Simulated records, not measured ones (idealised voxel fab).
process module | voxel spacer lines
cross-section cut | 175 nm wide | cells 5 nm
A cross-section is a grid of square cells, given in bands from the top down. A band is one or more rows of cells.
Each band's line starts with the height of the band's top and of its bottom, in nm. Then come its materials from left to right, each with its width in nm. One material with "throughout" fills the band from edge to edge. "air" is empty space.
Height 0 is the level under which the wafer as received is all one material. The lowest band goes on downwards, as in "0 down".
A width such as "30 to 40" changes by the same amount from each row of cells to the next, from the band's top row to its bottom row.
"no change" after a step means that no cell of the cross-section changed.
closed voids: empty space of 8 cells or more with no open way to the top, each as width x height at its distance from the left edge, in nm
after a step's settings: what the simulator itself notes on the step
overlay nm, on a step with a mask: how far to the right of its planned place the mask lay; to the left if negative
plan
1 op RECEIVE | material Si
2 op CONFORMAL_DEP | material Al2O3 | thk nm 10
3 op DIRECTIONAL_DEP | material TiN | thk nm 15
4 op DIRECTIONAL_DEP | material polySi | thk nm 25
5 op PATTERN | tone cover | mask id MANDREL | material resist | width nm 25 | pitch nm 70 | thk nm 30 | overlay nm 0
6 op DIRECTIONAL_ETCH | etch materials polySi | depth nm 25
7 op STRIP | etch materials resist
8 op CONFORMAL_DEP | material SiN | thk nm 10
9 op DIRECTIONAL_ETCH | etch materials SiN | depth nm 10
10 op STRIP | etch materials polySi
11 op DIRECTIONAL_ETCH | etch materials TiN | depth nm 15
12 op STRIP | etch materials SiN
first wafer, as planned
as received, after step 1
  0 down: Si throughout
  closed voids: none
after step 2
  10 to 0: Al2O3 throughout
  below 0: unchanged
after step 3
  25 to 10: TiN throughout
  below 10: unchanged
after step 4
  50 to 25: polySi throughout
  below 25: unchanged
after step 5
  80 to 50: air 40 | resist 25 | air 45 | resist 25 | air 40
  below 50: unchanged
after step 6
  80 to 50: air 40 | resist 25 | air 45 | resist 25 | air 40
  50 to 25: air 40 | polySi 25 | air 45 | polySi 25 | air 40
  below 25: unchanged
after step 7
  50 to 25: air 40 | polySi 25 | air 45 | polySi 25 | air 40
  below 25: unchanged
after step 8
  60 to 50: air 30 | SiN 45 | air 25 | SiN 45 | air 30
  50 to 35: air 30 | SiN 10 | polySi 25 | SiN 10 | air 25 | SiN 10 | polySi 25 | SiN 10 | air 30
  35 to 25: SiN 40 | polySi 25 | SiN 45 | polySi 25 | SiN 40
  below 25: unchanged
after step 9
  50 to 25: air 30 | SiN 10 | polySi 25 | SiN 10 | air 25 | SiN 10 | polySi 25 | SiN 10 | air 30
  below 25: unchanged
after step 10
  50 to 25: air 30 | SiN 10 | air 25 | SiN 10 | air 25 | SiN 10 | air 25 | SiN 10 | air 30
  below 25: unchanged
after step 11
  50 to 25: air 30 | SiN 10 | air 25 | SiN 10 | air 25 | SiN 10 | air 25 | SiN 10 | air 30
  25 to 10: air 30 | TiN 10 | air 25 | TiN 10 | air 25 | TiN 10 | air 25 | TiN 10 | air 30
  below 10: unchanged
after step 12
  25 to 10: air 30 | TiN 10 | air 25 | TiN 10 | air 25 | TiN 10 | air 25 | TiN 10 | air 30
  below 10: unchanged
second wafer: like start, like plan, one mistake. Through step 2 it matches the first wafer
when step 3 should have ended
  35 to 10: polySi throughout
  below 10: unchanged
when step 4 should have ended
  50 to 35: TiN throughout
  below 35: unchanged
when step 5 should have ended
  80 to 50: air 40 | resist 25 | air 45 | resist 25 | air 40
  below 50: unchanged
when step 6 should have ended: no change
when step 7 should have ended
  50 to 35: TiN throughout
  below 35: unchanged
when step 8 should have ended
  60 to 50: SiN throughout
  below 50: unchanged
when step 9 should have ended
  50 to 35: TiN throughout
  below 35: unchanged
when step 10 should have ended: no change
when step 11 should have ended
  35 to 10: polySi throughout
  below 10: unchanged
when step 12 should have ended: no change
what went wrong: steps 3 and 4 were swapped
at the end the second wafer has, in cells: 24 fewer of TiN | 175 more of polySi
